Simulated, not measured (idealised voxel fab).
Presented below is a process module, voxel local oxidation.
Section cut is 230 nm wide and gridded with 5 nm square cells.
Cross-section = grid of square cells, listed top down in bands; band = one or more rows.
This entry defines a band. It first specifies the height of the band's top and the height of its bottom in nm, and then specifies the band's materials from left to right, stating each material with its width in nm. The word "full width" identifies a single material that fills the band from edge to edge, while the word "blank" identifies empty space.
Height reference: 0 = level under which incoming wafer is all one material. Lowest band: no bottom, runs on downward, e.g. "0 -> down".
The notation "30..40" denotes a width that varies across the rows of cells in the band, beginning at the first number in the top row, finishing at the second number in the bottom row, and changing by an identical amount from each row to the next.
Key: "nothing changed" - step with no changed cell in the cross-section.
Closed cavities: empty space of 8 cells or more with no open way to the top, each as width x height at its distance from the left edge, in nm
The remark found on a step's line after its settings is issued by the simulator itself and pertains to that step.
overlay nm: right-of-plan distance of the mask on a masked step; negative values mean left-of-plan.

PROCESS STEPS - PLAN
1. RECEIVE,material Si
2. CONFORMAL_DEP,material SiO2,thk nm 5
3. CONFORMAL_DEP,material SiN,thk nm 15
4. PATTERN,tone cover,mask id ACTIVE,material resist,width nm 90,thk nm 15,overlay nm 0
5. DIRECTIONAL_ETCH,etch materials SiN,depth nm 15
6. STRIP,etch materials resist
7. SELECTIVE_ETCH,etch materials SiO2,depth nm 5
8. OXIDIZE,depth nm 10
9. STRIP,etch materials SiN

CROSS-SECTION: WAFER ON ARRIVAL = AFTER STEP 1
- 0 -> down  Si full width
- Closed cavities: none

FIGURE: CROSS-SECTIONAL VIEW OF THE WAFER UPON COMPLETION OF THE MODULE, PROCESSED FROM THE INITIAL STATE AND ACCORDING TO THE PLAN DEPICTED ABOVE, WITH ONE ERROR INTRODUCED DURING EXECUTION
- 5 -> 0  85 nm blank  80 nm SiO2  65 nm blank
- 0 -> -10  95 nm SiO2  60 nm Si  75 nm SiO2
- -10 -> down  Si full width
- Closed cavities: none
Deviation noted in wafer processing: step 4 was not run as planned; what actually ran was PATTERN,tone cover,mask id ACTIVE,material resist,width nm 90,thk nm 15,overlay nm 10
